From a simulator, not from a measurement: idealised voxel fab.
You're looking at the process module voxel transistor to metal.
Square cells of 5 nm make up the cross-section cut, whose width is 285 nm.
A cross-section is a grid of square cells, given in bands from the top down. A band is one or more rows of cells. Band: top height; bottom height; in nm. Then, left to right: material with width in nm, for each material. "full width": a single material spanning edge to edge. "air": empty space. Counting heights begins at 0, where everything beneath is, in the wafer as received, one material. The lowest band has no bottom; it goes on downwards, as "0 -> down" shows. Think of "30..40" as a width that walks from the first number to the second as you go down the band, top row to bottom row, taking equal-sized steps from row to row. Basically "remained unchanged" means that step didn't change any cell in the cross-section. Heads up: "Trapped cavities" only lists the empty pockets with no open path to the top that are 8 cells or more, and it writes them as width x height at distance, distance from the left edge, in nm. Step line, after settings: the simulator's comment on this step. overlay nm: how far to the right of its planned place the mask lay on this masked step (negative: to the left).
Intended process steps
1,RECEIVE (material Si)
2,OXIDIZE (depth nm 5)
3,CONFORMAL_DEP (material SiN; thk nm 10)
4,DIRECTIONAL_DEP (material aC; thk nm 10)
5,PATTERN (tone cover; mask id ACTIVE; material resist; width nm 95; pitch nm 115; thk nm 30; overlay nm 0)
6,DIRECTIONAL_ETCH (etch materials aC; depth nm 10)
7,STRIP (etch materials resist)
8,DIRECTIONAL_ETCH (etch materials SiN; depth nm 10)
9,DIRECTIONAL_ETCH (etch materials SiO2; depth nm 5)
10,DIRECTIONAL_ETCH (etch materials Si; depth nm 30)
11,STRIP (etch materials aC)
12,FILL_DEP (material SiO2; thk nm 10)
13,CMP (height nm 10)
14,SELECTIVE_ETCH (etch materials SiO2; depth nm 10)
15,STRIP (etch materials SiN)
16,SELECTIVE_ETCH (etch materials SiO2; depth nm 5)
17,OXIDIZE (depth nm 5)
18,DIRECTIONAL_DEP (material polySi; thk nm 25)
19,DIRECTIONAL_DEP (material SiCN; thk nm 10)
20,DIRECTIONAL_DEP (material aC; thk nm 15)
21,PATTERN (tone cover; mask id GATE; material resist; width nm 15; pitch nm 115; thk nm 30; overlay nm 0)
22,DIRECTIONAL_ETCH (etch materials aC; depth nm 15)
23,STRIP (etch materials resist)
24,DIRECTIONAL_ETCH (etch materials SiCN; depth nm 20)
25,DIRECTIONAL_ETCH (etch materials polySi; depth nm 35)
26,STRIP (etch materials aC)
27,CONFORMAL_DEP (material SiO2; thk nm 5)
28,DIRECTIONAL_ETCH (etch materials SiO2; depth nm 5)
29,CONFORMAL_DEP (material SiN; thk nm 10)
30,DIRECTIONAL_ETCH (etch materials SiN; depth nm 10)
31,DIRECTIONAL_ETCH (etch materials SiO2; depth nm 5)
32,EPI (material nSi; thk nm 5)
33,FILL_DEP (material SiO2; thk nm 10)
34,CMP (height nm 30)
35,DIRECTIONAL_DEP (material SiO2; thk nm 10)
36,DIRECTIONAL_DEP (material aC; thk nm 10)
37,PATTERN (tone open; mask id CONTACT; material resist; width nm 25; thk nm 25; overlay nm 0)
38,DIRECTIONAL_ETCH (etch materials aC; depth nm 10)
39,STRIP (etch materials resist)
40,DIRECTIONAL_ETCH (etch materials SiO2; depth nm 45)
41,STRIP (etch materials aC)
42,CONFORMAL_DEP (material TiN; thk nm 5)
43,FILL_DEP (material W; thk nm 10)
44,CMP (height nm 40)
45,CONFORMAL_DEP (material SiN; thk nm 5)
46,DIRECTIONAL_DEP (material lowk; thk nm 25)
47,PATTERN (tone open; mask id METAL_1; material resist; width nm 15; thk nm 20; overlay nm 0)
48,DIRECTIONAL_ETCH (etch materials lowk; depth nm 25)
49,DIRECTIONAL_ETCH (etch materials SiN; depth nm 5)
50,STRIP (etch materials resist)
51,CONFORMAL_DEP (material TiN; thk nm 5)
52,FILL_DEP (material Cu; thk nm 10)
53,CMP (height nm 70)
54,CONFORMAL_DEP (material SiN; thk nm 5)
Incoming wafer in cross-section (state: after step 1)
- 0 -> down = Si full width
- Trapped cavities: none
Cross-sectional result after module completion. Note: starting condition and plan are unchanged from above; one processing mistake was made
- 75 -> 70 = SiN full width
- 70 -> 45 = 45 of lowk  5 of TiN  5 of Cu  5 of TiN  45 of lowk  5 of TiN  5 of Cu  5 of TiN  40 of lowk  5 of TiN  5 of Cu  5 of TiN  45 of lowk  5 of TiN  5 of Cu  5 of TiN  50 of lowk
- 45 -> 40 = 45 of SiN  15 of TiN  45 of SiN  15 of TiN  40 of SiN  15 of TiN  45 of SiN  15 of TiN  50 of SiN
- 40 -> 35 = 50 of SiO2  5 of TiN  15 of W  5 of TiN  25 of SiO2  5 of TiN  15 of W  5 of TiN  40 of SiO2  5 of TiN  15 of W  5 of TiN  25 of SiO2  5 of TiN  15 of W  5 of TiN  45 of SiO2
- 35 -> 30 = 50 of SiO2  25 of TiN  25 of SiO2  10 of TiN  10 of W  5 of TiN  40 of SiO2  25 of TiN  25 of SiO2  10 of TiN  10 of W  5 of TiN  45 of SiO2
- 30 -> 20 = 50 of SiO2  10 of TiN  10 of SiN  5 of TiN  15 of SiCN  5 of SiO2  10 of SiN  5 of TiN  10 of W  5 of TiN  40 of SiO2  10 of TiN  10 of SiN  5 of TiN  15 of SiCN  5 of SiO2  10 of SiN  5 of TiN  10 of W  5 of TiN  45 of SiO2
- 20 -> 0 = 50 of SiO2  10 of TiN  10 of SiN  5 of TiN  15 of polySi  5 of SiO2  10 of SiN  5 of TiN  10 of W  5 of TiN  40 of SiO2  10 of TiN  10 of SiN  5 of TiN  15 of polySi  5 of SiO2  10 of SiN  5 of TiN  10 of W  5 of TiN  45 of SiO2
- 0 -> -5 = 50 of SiO2  10 of TiN  10 of SiN  5 of TiN  15 of polySi  5 of SiO2  10 of SiN  20 of TiN  40 of SiO2  10 of TiN  10 of SiN  5 of TiN  15 of polySi  5 of SiO2  10 of SiN  20 of TiN  45 of SiO2
- -5 -> -10 = 30 of SiO2  30 of nSi  45 of SiO2  30 of nSi  10 of SiO2  30 of nSi  45 of SiO2  30 of nSi  35 of SiO2
- -10 -> -35 = 35 of SiO2  95 of Si  20 of SiO2  95 of Si  40 of SiO2
- -35 -> down = Si full width
- Trapped cavities: none
Here's what went sideways: step 37 was run on a setting that differed from the plan, and what really ran there is PATTERN (tone open; mask id CONTACT; material resist; width nm 25; thk nm 25; overlay nm 5)
